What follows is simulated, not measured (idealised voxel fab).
The name of this process module is voxel quadruple lines.
The cross-section shown here is cut; it is 175 nm wide and divided into square cells measuring 5 nm on a side.
Format of a cross-section: grid, square cells. Given as bands. Order: top down. Band: one or more rows of cells. Per band: top height and bottom height in nm, followed by the left-to-right materials and their widths in nm; "edge to edge" marks a single material spanning edge to edge, "empty" marks empty space. For the purposes of this specification, 0 denotes the height below which the wafer in its as-received condition is composed wholly of one material, and the lowermost band, lacking a lower limit, extends downward without end, as expressed in "0 -> down". When a width is written as two numbers, as in "30..40", the first number is the width in the top row of cells of the band and the second is the width in its bottom row, and the width changes by the same amount from each row to the next. Where a step carries "nothing got changed", the cross-section came out of it unchanged, cell for cell. The list in "Closed cavity list" covers empty spaces of 8 cells or more that cannot reach the top through any open way, and it gives each as width x height at distance; the distance is from the left edge, and width, height and distance are in nm. That trailing text on a step's line, after the settings, is the simulator's own remark on the step. "overlay nm" on a masked step: distance the mask lay right of its planned place, negative for left.

## Below is the list of planned process steps
1,RECEIVE with material Si
2,CONFORMAL_DEP with material SiO2, thk nm 5
3,DIRECTIONAL_DEP with material TiN, thk nm 15
4,DIRECTIONAL_DEP with material polySi, thk nm 15
5,DIRECTIONAL_DEP with material aC, thk nm 20
6,PATTERN with tone cover, mask id MANDREL, material resist, width nm 35, thk nm 30, overlay nm -15
7,DIRECTIONAL_ETCH with etch materials aC, depth nm 20
8,STRIP with etch materials resist
9,CONFORMAL_DEP with material SiO2, thk nm 15
10,DIRECTIONAL_ETCH with etch materials SiO2, depth nm 15
11,STRIP with etch materials aC
12,DIRECTIONAL_ETCH with etch materials polySi, depth nm 15
13,STRIP with etch materials SiO2
14,CONFORMAL_DEP with material SiCN, thk nm 10
15,DIRECTIONAL_ETCH with etch materials SiCN, depth nm 10
16,STRIP with etch materials polySi
17,DIRECTIONAL_ETCH with etch materials TiN, depth nm 15
18,STRIP with etch materials SiCN
19,FILL_DEP with material SiO2, thk nm 5
20,CMP with height nm 20
Every wafer here starts from the same state; it is the step 6 overlay nm that distinguishes them, and the value the plan gives belongs to the first wafer.

## So this is the first of several wafers, cross-sectioned as it came to us, meaning it's at the end of step 1
* 0 -> down  Si edge to edge
* Closed cavity list: none

## Cross-sectional representation of the first of several wafers at the end of the module, i.e. after its terminal step, step 20
* 20 -> 5  SiO2 30 nm, then TiN 10 nm, then SiO2 15 nm, then TiN 10 nm, then SiO2 15 nm, then TiN 10 nm, then SiO2 15 nm, then TiN 10 nm, then SiO2 60 nm
* 5 -> 0  SiO2 edge to edge
* 0 -> down  Si edge to edge
* Closed cavity list: none

## Cross-section at module completion, last wafer
* 20 -> 5  SiO2 60 nm, then TiN 10 nm, then SiO2 15 nm, then TiN 10 nm, then SiO2 15 nm, then TiN 10 nm, then SiO2 15 nm, then TiN 10 nm, then SiO2 30 nm
* 5 -> 0  SiO2 edge to edge
* 0 -> down  Si edge to edge
* Closed cavity list: none

## Gained (+) or lost (-) cells of each material since receipt, then closed voids: one row per wafer, at the end of the module
overlay nm -15 | +116 SiO2 | +24 TiN | Closed cavity list: none
overlay nm -10 | +116 SiO2 | +24 TiN | Closed cavity list: none
overlay nm -5 | +116 SiO2 | +24 TiN | Closed cavity list: none
overlay nm 0 | +116 SiO2 | +24 TiN | Closed cavity list: none
overlay nm 5 | +116 SiO2 | +24 TiN | Closed cavity list: none
overlay nm 10 | +116 SiO2 | +24 TiN | Closed cavity list: none
overlay nm 15 | +116 SiO2 | +24 TiN | Closed cavity list: none
